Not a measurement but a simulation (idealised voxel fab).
The following process module bears the name voxel spacer lines.
The figure presents cross-section cut, which has a width of 295 nm and is divided into square cells with an edge length of 5 nm.
Think of the cross-section as a grid of square cells. We describe it in bands, top to bottom, and each band covers one or more rows of those cells.
Quick guide to a band line: top height, bottom height (nm) up front; then every material left to right with its width in nm. Only one material and it's marked "everywhere"? Then it fills the band edge to edge. And "air" just means empty space.
All heights in this document are referenced to 0, defined as the level beneath which the wafer, as received, consists entirely of one material. The lowest band is not bounded below; it extends indefinitely downward and is written in the form "0..down".
With a width like "30->40", each row of cells in the band differs from the next by the same amount, the top row carrying the first number and the bottom row the second.
Key: "identical to before" - step with no changed cell in the cross-section.
Reported under the label "Closed voids list" are the empty spaces having no open way to the top and comprising 8 cells or more; the notation for each is width x height at distance, in which the distance is measured from the left edge and all three values are in nm.
Note: text after step settings on the step line = simulator remark on that step.
overlay nm: on a step with a mask, how far right of its planned place the mask lay; negative means left.

[Set out below are the planned steps of the process]
1: RECEIVE: material Si
2: CONFORMAL_DEP: material Al2O3, thk nm 5
3: DIRECTIONAL_DEP: material polySi, thk nm 10
4: DIRECTIONAL_DEP: material aC, thk nm 25
5: PATTERN: tone cover, mask id MANDREL, material resist, width nm 15, pitch nm 60, thk nm 35, overlay nm 0
6: DIRECTIONAL_ETCH: etch materials aC, depth nm 25
7: STRIP: etch materials resist
8: CONFORMAL_DEP: material SiO2, thk nm 10
9: DIRECTIONAL_ETCH: etch materials SiO2, depth nm 10
10: STRIP: etch materials aC
11: DIRECTIONAL_ETCH: etch materials polySi, depth nm 10
12: STRIP: etch materials SiO2
13: FILL_DEP: material lowk, thk nm 5
14: CMP: height nm 15
For this document, wafers share an identical start and vary in the step 5 width nm; the plan quotes the first wafer's value.

[Cross-section of the first incoming wafer of several, state after step 1]
> 0..down  Si everywhere
> Closed voids list: none

[wafer rows; end of module; cells per material since receipt: (+) gained, (-) lost; then closed voids]
width nm 15; +59 Al2O3; +94 lowk; +24 polySi; Closed voids list: none
width nm 20; +59 Al2O3; +94 lowk; +24 polySi; Closed voids list: none
width nm 25; +59 Al2O3; +94 lowk; +24 polySi; Closed voids list: none
width nm 30; +59 Al2O3; +94 lowk; +24 polySi; Closed voids list: none
width nm 35; +59 Al2O3; +94 lowk; +24 polySi; Closed voids list: none
